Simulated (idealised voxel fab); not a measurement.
process module | voxel double patterning
cross-section cut | 255 nm wide | cells 5 nm
A cross-section is a grid of square cells, given in bands from the top down. A band is one or more rows of cells.
Each band's line starts with the height of the band's top and of its bottom, in nm. Then come its materials from left to right, each with its width in nm. One material with "throughout" fills the band from edge to edge. "air" is empty space.
Height 0 is the level under which the wafer as received is all one material. The lowest band goes on downwards, as in "0 down".
A width such as "30 to 40" changes by the same amount from each row of cells to the next, from the band's top row to its bottom row.
"no change" after a step means that no cell of the cross-section changed.
closed voids: empty space of 8 cells or more with no open way to the top, each as width x height at its distance from the left edge, in nm
after a step's settings: what the simulator itself notes on the step
overlay nm, on a step with a mask: how far to the right of its planned place the mask lay; to the left if negative
plan
1 op RECEIVE | material Si
2 op CONFORMAL_DEP | material SiO2 | thk nm 10
3 op DIRECTIONAL_DEP | material polySi | thk nm 15
4 op DIRECTIONAL_DEP | material SiCN | thk nm 5
5 op PATTERN | tone open | mask id FIRST | material resist | width nm 15 | pitch nm 50 | thk nm 15 | overlay nm 0
6 op DIRECTIONAL_ETCH | etch materials SiCN | depth nm 5
7 op STRIP | etch materials resist
8 op MASKED_ETCH | tone open | mask id SECOND | width nm 15 | etch materials SiCN | depth nm 5 | overlay nm 0
9 op DIRECTIONAL_ETCH | etch materials polySi | depth nm 15
10 op STRIP | etch materials SiCN
as received, after step 1
  0 down: Si throughout
  closed voids: none
first wafer at the end, as planned
  25 to 10: polySi 95 | air 15 | polySi 10 | air 15 | polySi 10 | air 15 | polySi 95
  10 to 0: SiO2 throughout
  0 down: Si throughout
  closed voids: none
second wafer at the end: like start, like plan, one mistake
  25 to 10: polySi 105 | air 30 | polySi 20 | air 15 | polySi 85
  10 to 0: SiO2 throughout
  0 down: Si throughout
  closed voids: none
what went wrong: step 5 ran as: op PATTERN | tone open | mask id FIRST | material resist | width nm 15 | pitch nm 50 | thk nm 15 | overlay nm 10
at the end the second wafer has, in cells: as many of each material as the first, in other places
